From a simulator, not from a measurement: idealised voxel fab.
The process module that follows is named voxel capacitor over wiring.
Cross-section cut spans 205 nm and uses square cells 5 nm in size.
We lay out every cross-section as a grid of square cells and spell it out in bands from the top down, where one band means one or more rows of cells.
Basically the band line says how high the top is and how high the bottom is, in nm, and then what's in it from left to right, every material with its width in nm. Empty space shows up as "air", and if a single material carries "edge to edge" it runs the full band edge to edge.
Height 0 is the level under which the wafer as received is all one material. The lowest band goes on downwards, as in "0 and below".
When a width is written as two numbers, as in "30->40", the first number is the width in the top row of cells of the band and the second is the width in its bottom row, and the width changes by the same amount from each row to the next.
Any step labelled "nothing changed" changed none of the cells in the cross-section.
In "Unvented cavities" the enclosed voids are listed, meaning empty spaces of 8 cells or larger without any opening to the top. The form is width x height at distance, distance from the left edge, units nm.
Past the settings on a step's line: simulator remark, on that step.
overlay nm: for a step with a mask, the amount by which the mask lay right of where it was planned; a negative amount means left of it.
PROCESS STEPS FORESEEN IN THE PLAN
| 1 | RECEIVE (material Si) |
| 2 | CONFORMAL_DEP (material SiO2; thk nm 10) |
| 3 | CONFORMAL_DEP (material SiCN; thk nm 5) |
| 4 | DIRECTIONAL_DEP (material SiO2; thk nm 25) |
| 5 | PATTERN (tone open; mask id METAL_1; material resist; width nm 20; pitch nm 85; thk nm 15; overlay nm 0) |
| 6 | DIRECTIONAL_ETCH (etch materials SiO2; depth nm 25) |
| 7 | DIRECTIONAL_ETCH (etch materials SiCN; depth nm 5) |
| 8 | STRIP (etch materials resist) |
| 9 | CONFORMAL_DEP (material TiN; thk nm 5) |
| 10 | FILL_DEP (material Cu; thk nm 10) |
| 11 | CMP (height nm 40) |
| 12 | CONFORMAL_DEP (material SiCN; thk nm 5) |
| 13 | DIRECTIONAL_DEP (material SiO2; thk nm 20) |
| 14 | DIRECTIONAL_DEP (material aC; thk nm 15) |
| 15 | PATTERN (tone open; mask id PLUG_1; material resist; width nm 15; thk nm 30; overlay nm 0) |
| 16 | DIRECTIONAL_ETCH (etch materials aC; depth nm 15) |
| 17 | STRIP (etch materials resist) |
| 18 | DIRECTIONAL_ETCH (etch materials SiO2; depth nm 20) |
| 19 | DIRECTIONAL_ETCH (etch materials SiCN; depth nm 5) |
| 20 | STRIP (etch materials aC) |
| 21 | EPI (material Ru; thk nm 10) |
| 22 | EPI (material Ru; thk nm 10) |
| 23 | EPI (material Ru; thk nm 5) |
| 24 | DIRECTIONAL_DEP (material TiN; thk nm 5) |
| 25 | DIRECTIONAL_DEP (material Al2O3; thk nm 5) |
| 26 | DIRECTIONAL_DEP (material TiN; thk nm 5) |
| 27 | MASKED_ETCH (tone cover; mask id UPPER_PLATE; width nm 70; etch materials TiN; depth nm 5; overlay nm 0) |
| 28 | MASKED_ETCH (tone cover; mask id UPPER_PLATE; width nm 70; etch materials Al2O3; depth nm 5; overlay nm 0) |
| 29 | MASKED_ETCH (tone cover; mask id LOWER_PLATE; width nm 80; etch materials TiN; depth nm 5; overlay nm 0) |
| 30 | FILL_DEP (material SiO2; thk nm 15) |
| 31 | CMP (height nm 90) |
| 32 | DIRECTIONAL_DEP (material aC; thk nm 15) |
| 33 | PATTERN (tone open; mask id PLUG_2; material resist; width nm 15; thk nm 35; overlay nm 0) |
| 34 | DIRECTIONAL_ETCH (etch materials aC; depth nm 15) |
| 35 | STRIP (etch materials resist) |
| 36 | DIRECTIONAL_ETCH (etch materials SiO2; depth nm 10) |
| 37 | STRIP (etch materials aC) |
| 38 | CONFORMAL_DEP (material TiN; thk nm 5) |
| 39 | FILL_DEP (material Cu; thk nm 5) |
| 40 | CMP (height nm 90) |
| 41 | CONFORMAL_DEP (material SiCN; thk nm 5) |
AS RECEIVED, AFTER STEP 1
- 0 and below  Si edge to edge
- Unvented cavities: none
STARTING STRUCTURE AND PROCESS PLAN ARE AS SHOWN ABOVE, BUT ONE MISTAKE WAS MADE IN RUNNING THE MODULE; THE WAFER CROSS-SECTION AT THE END OF THE MODULE FOLLOWS
- 95 down to 90  SiCN edge to edge
- 90 down to 85  65 of SiO2, then 5 of TiN, then 5 of Cu, then 5 of TiN, then 125 of SiO2
- 85 down to 80  65 of SiO2, then 15 of TiN, then 125 of SiO2
- 80 down to 75  SiO2 edge to edge
- 75 down to 70  55 of SiO2, then 70 of TiN, then 80 of SiO2
- 70 down to 65  55 of SiO2, then 70 of Al2O3, then 80 of SiO2
- 65 down to 60  50 of SiO2, then 80 of TiN, then 75 of SiO2
- 60 down to 40  55 of SiO2, then 15 of Ru, then 135 of SiO2
- 40 down to 35  55 of SiCN, then 15 of Ru, then 135 of SiCN
- 35 down to 15  50 of SiO2, then 5 of TiN, then 10 of Cu, then 5 of TiN, then 65 of SiO2, then 5 of TiN, then 10 of Cu, then 5 of TiN, then 50 of SiO2
- 15 down to 10  50 of SiCN, then 20 of TiN, then 65 of SiCN, then 20 of TiN, then 50 of SiCN
- 10 down to 0  SiO2 edge to edge
- 0 and below  Si edge to edge
- Unvented cavities: none
Plan not followed: step 11 went in with a setting other than planned; the actual run was CMP (height nm 35)
